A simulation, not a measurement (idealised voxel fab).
Herein follows the process module entitled voxel ribs on slabs.
Pictured: cross-section cut, 155 nm wide, on a grid of 5 nm square cells.
Format of a cross-section: grid, square cells. Given as bands. Order: top down. Band: one or more rows of cells. In this notation a band is specified by the heights of its top and bottom, in that order and in nm, after which its materials appear from left to right, each paired with its width in nm. The word "throughout" attached to a single material means that material fills the band from edge to edge; the word "empty" stands for empty space. Heights are expressed relative to 0, this being the level below which the as-received wafer comprises one material exclusively. The lowest band is unbounded in the downward direction and is denoted as in "0 and below". Read "30->40" as a graded width: first number on top, second number at the bottom, same change between each pair of neighbouring rows. It should be understood that the words "all unchanged", when stated for a given step, signify that the cross-section underwent no change in any of its cells during that step. Closed-off voids of 8+ cells (no open route to the top) go in "Catalogued sealed voids", written width x height at distance from the left edge, in nm. The remark found on a step's line after its settings is issued by the simulator itself and pertains to that step. The line of a step may include "overlay nm". On a step with a mask, this value is how far to the right of its planned place the mask lay. A negative value means the mask lay to the left.
### Process steps - plan
1. RECEIVE (material Si)
2. DIRECTIONAL_DEP (material SiO2; thk nm 25)
3. DIRECTIONAL_DEP (material SiN; thk nm 25)
4. DIRECTIONAL_DEP (material aC; thk nm 10)
5. PATTERN (tone cover; mask id RIB; material resist; width nm 25; thk nm 25; overlay nm 0)
6. DIRECTIONAL_ETCH (etch materials aC; depth nm 10)
7. STRIP (etch materials resist)
8. DIRECTIONAL_ETCH (etch materials SiN; depth nm 5)
9. STRIP (etch materials aC)
10. PATTERN (tone cover; mask id SLAB; material resist; width nm 65; thk nm 15; overlay nm 0)
11. DIRECTIONAL_ETCH (etch materials SiN; depth nm 20)
12. STRIP (etch materials resist)
13. FILL_DEP (material SiO2; thk nm 20)
14. CMP (height nm 65)
15. DIRECTIONAL_DEP (material TiN; thk nm 10)
16. DIRECTIONAL_DEP (material aC; thk nm 10)
17. PATTERN (tone cover; mask id HEATER; material resist; width nm 35; thk nm 25; overlay nm 0)
18. DIRECTIONAL_ETCH (etch materials aC; depth nm 10)
19. STRIP (etch materials resist)
20. DIRECTIONAL_ETCH (etch materials TiN; depth nm 10)
21. STRIP (etch materials aC)
22. CONFORMAL_DEP (material SiO2; thk nm 5)
### Incoming wafer, cross-sectional view, post step 1
> 0 and below = Si throughout
> Catalogued sealed voids: none
### Here's the wafer cut in cross-section after the module, started and planned just like above, except one thing was done wrong in the run
> 80 down to 75 = empty (55); SiO2 (45); empty (55)
> 75 down to 70 = empty (55); SiO2 (5); TiN (35); SiO2 (5); empty (55)
> 70 down to 65 = SiO2 (60); TiN (35); SiO2 (60)
> 65 down to 25 = SiO2 throughout
> 25 down to 0 = SiN throughout
> 0 and below = Si throughout
> Catalogued sealed voids: none
Here's what went sideways: steps 2 and 3 got flipped, so each one ran where the other should have
